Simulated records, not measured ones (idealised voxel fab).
The document below concerns the process module designated voxel ribs on slabs.
Cross-section cut spans 235 nm and uses square cells 5 nm in size.
Think of the cross-section as a grid of square cells. We describe it in bands, top to bottom, and each band covers one or more rows of those cells.
For a band, the entry starts with two heights in nm, that of the top and then that of the bottom, and carries on with the band's materials in order from left to right, each alongside its width in nm; the word "edge to edge" beside a single material means it fills the band edge to edge, and "blank" means empty space.
Height reference: 0 = level under which incoming wafer is all one material. Lowest band: no bottom, runs on downward, e.g. "0 down".
A two-number width, for instance "30->40", indicates that the width is equal to the first number in the top row of the band and to the second number in the bottom row, and that it changes by a constant amount per row of cells.
"no modifications" after a step means that no cell of the cross-section changed.
Voids not open to the top, 8 cells minimum: see "Unvented voids". Written width x height at distance; distance is from the left edge; nm.
Where a step's line continues beyond its settings, the continuation is a remark by the simulator itself on that step.
overlay nm, on a step with a mask: how far to the right of its planned place the mask lay; to the left if negative
Intended process steps
| 1 | RECEIVE, material Si |
| 2 | DIRECTIONAL_DEP, material SiO2, thk nm 25 |
| 3 | DIRECTIONAL_DEP, material polySi, thk nm 20 |
| 4 | MASKED_ETCH, tone cover, mask id RIB, width nm 20, etch materials polySi, depth nm 5, overlay nm 0 |
| 5 | MASKED_ETCH, tone cover, mask id SLAB, width nm 70, etch materials polySi, depth nm 15, overlay nm 0 |
| 6 | FILL_DEP, material SiO2, thk nm 25 |
| 7 | CMP, height nm 65 |
| 8 | DIRECTIONAL_DEP, material TiN, thk nm 5 |
| 9 | PATTERN, tone cover, mask id HEATER, material resist, width nm 30, thk nm 20, overlay nm 0 |
| 10 | DIRECTIONAL_ETCH, etch materials TiN, depth nm 5 |
| 11 | STRIP, etch materials resist |
| 12 | CONFORMAL_DEP, material SiO2, thk nm 5 |
Account of the first of two wafers, which was processed as intended
The cross-section here shows the wafer as received, i.e. in its state after step 1
    0 down: Si edge to edge
    Unvented voids: none
After step 2
    25 to 0: SiO2 edge to edge
    Rest of section, below 0: as before.
After step 3
    45 to 25: polySi edge to edge
    Rest of section, below 25: as before.
After step 4
    45 to 40: blank: 105; polySi: 20; blank: 110
    Rest of section, below 40: as before.
After step 5
    45 to 40: blank: 105; polySi: 20; blank: 110
    40 to 25: blank: 80; polySi: 70; blank: 85
    Rest of section, below 25: as before.
After step 6
    70 to 45: SiO2 edge to edge
    45 to 40: SiO2: 105; polySi: 20; SiO2: 110
    40 to 25: SiO2: 80; polySi: 70; SiO2: 85
    Rest of section, below 25: as before.
After step 7
    65 to 45: SiO2 edge to edge
    Rest of section, below 45: as before.
After step 8
    70 to 65: TiN edge to edge
    Rest of section, below 65: as before.
After step 9
    90 to 70: blank: 100; resist: 30; blank: 105
    Rest of section, below 70: as before.
After step 10
    90 to 70: blank: 100; resist: 30; blank: 105
    70 to 65: blank: 100; TiN: 30; blank: 105
    Rest of section, below 65: as before.
After step 11
    70 to 65: blank: 100; TiN: 30; blank: 105
    Rest of section, below 65: as before.
After step 12
    75 to 70: blank: 95; SiO2: 40; blank: 100
    70 to 65: SiO2: 100; TiN: 30; SiO2: 105
    Rest of section, below 65: as before.
Second wafer: same start and same plan as the first, one execution error; identical to the first through step 11
The second wafer cut through, at the time step 12 was supposed to be finished: no modifications
Want to know what went wrong? step 12 of the plan never got run, it was skipped over
Looking at both finished wafers in cells, the second ends up ahead of or behind the first on some materials: SiO2 -49
